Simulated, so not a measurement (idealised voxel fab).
Process module name: voxel double patterning
Xsec cut, 155 nm wide, square cell size 5 nm.
Just so we're on the same page, the cross-sections are grids of square cells, and they're listed out in bands top to bottom, each band one or more rows deep.
Heads up on the band format: heights come first, top then bottom, in nm. After that it's the materials left to right, each with its width in nm. A single material flagged "all across" fills the whole band edge to edge, and "empty" means there's empty space there.
We count height from 0. Below that, the starting wafer is all one material. The lowest band never ends at the bottom but goes on down; see "0..down" for how that is written.
Top row gets the first number, bottom row gets the second, and each row in between changes by the same step: that is how a band width like "30->40" works.
"nothing got changed" after a step means that no cell of the cross-section changed.
"Tabulated closed voids": sealed empty spaces, 8 cells or more, no open way to top, listed width x height at distance, with distance from the left edge and width, height and distance in nm.
Note: text after step settings on the step line = simulator remark on that step.
overlay nm: on a step with a mask, how far right of its planned place the mask lay; negative means left.
## List of planned process steps
- 1: RECEIVE | material Si
- 2: CONFORMAL_DEP | material SiO2 | thk nm 10
- 3: DIRECTIONAL_DEP | material polySi | thk nm 15
- 4: DIRECTIONAL_DEP | material SiCN | thk nm 10
- 5: MASKED_ETCH | tone open | mask id FIRST | width nm 15 | pitch nm 50 | etch materials SiCN | depth nm 10 | overlay nm 0
- 6: MASKED_ETCH | tone open | mask id SECOND | width nm 15 | pitch nm 50 | etch materials SiCN | depth nm 10 | overlay nm 0
- 7: DIRECTIONAL_ETCH | etch materials polySi | depth nm 15
- 8: STRIP | etch materials SiCN
## First of the two wafers, run per plan
## Delivered wafer in cross-section: state after step 1
    0..down | Si all across
    Tabulated closed voids: none
## The following cross-section depicts the wafer upon completion of step 2
    10..0 | SiO2 all across
    Below 0, no change.
## The following cross-section depicts the wafer upon completion of step 3
    25..10 | polySi all across
    Below 10, no change.
## The following cross-section depicts the wafer upon completion of step 4
    35..25 | SiCN all across
    Below 25, no change.
## The following cross-section depicts the wafer upon completion of step 5
    35..25 | SiCN=20, empty=15, SiCN=35, empty=15, SiCN=35, empty=15, SiCN=20
    Below 25, no change.
## The following cross-section depicts the wafer upon completion of step 6
    35..25 | SiCN=20, empty=15, SiCN=10, empty=15, SiCN=10, empty=15, SiCN=10, empty=15, SiCN=10, empty=15, SiCN=20
    Below 25, no change.
## The following cross-section depicts the wafer upon completion of step 7
    35..25 | SiCN=20, empty=15, SiCN=10, empty=15, SiCN=10, empty=15, SiCN=10, empty=15, SiCN=10, empty=15, SiCN=20
    25..10 | polySi=20, empty=15, polySi=10, empty=15, polySi=10, empty=15, polySi=10, empty=15, polySi=10, empty=15, polySi=20
    Below 10, no change.
## The following cross-section depicts the wafer upon completion of step 8
    25..10 | polySi=20, empty=15, polySi=10, empty=15, polySi=10, empty=15, polySi=10, empty=15, polySi=10, empty=15, polySi=20
    Below 10, no change.
## Okay, second wafer. Nothing different at the start, nothing different in the plan, just one mistake somewhere in the running. As far as step 1, counting that step, it's the first wafer all over again
## Second wafer profile in section, at the moment step 2 of the plan was meant to be complete
    15..0 | SiO2 all across
    Below 0, no change.
## Second wafer profile in section, at the moment step 3 of the plan was meant to be complete
    30..15 | polySi all across
    Below 15, no change.
## Second wafer profile in section, at the moment step 4 of the plan was meant to be complete
    40..30 | SiCN all across
    Below 30, no change.
## Second wafer profile in section, at the moment step 5 of the plan was meant to be complete
    40..30 | SiCN=20, empty=15, SiCN=35, empty=15, SiCN=35, empty=15, SiCN=20
    Below 30, no change.
## Second wafer profile in section, at the moment step 6 of the plan was meant to be complete
    40..30 | SiCN=20, empty=15, SiCN=10, empty=15, SiCN=10, empty=15, SiCN=10, empty=15, SiCN=10, empty=15, SiCN=20
    Below 30, no change.
## Second wafer profile in section, at the moment step 7 of the plan was meant to be complete
    40..30 | SiCN=20, empty=15, SiCN=10, empty=15, SiCN=10, empty=15, SiCN=10, empty=15, SiCN=10, empty=15, SiCN=20
    30..15 | polySi=20, empty=15, polySi=10, empty=15, polySi=10, empty=15, polySi=10, empty=15, polySi=10, empty=15, polySi=20
    Below 15, no change.
## Second wafer profile in section, at the moment step 8 of the plan was meant to be complete
    30..15 | polySi=20, empty=15, polySi=10, empty=15, polySi=10, empty=15, polySi=10, empty=15, polySi=10, empty=15, polySi=20
    Below 15, no change.
Finding, execution versus plan: step 2 deviated from plan and actually ran as CONFORMAL_DEP | material SiO2 | thk nm 15
Final tally in cells, some materials are higher or lower on the second wafer than on the first: SiO2: 31 more
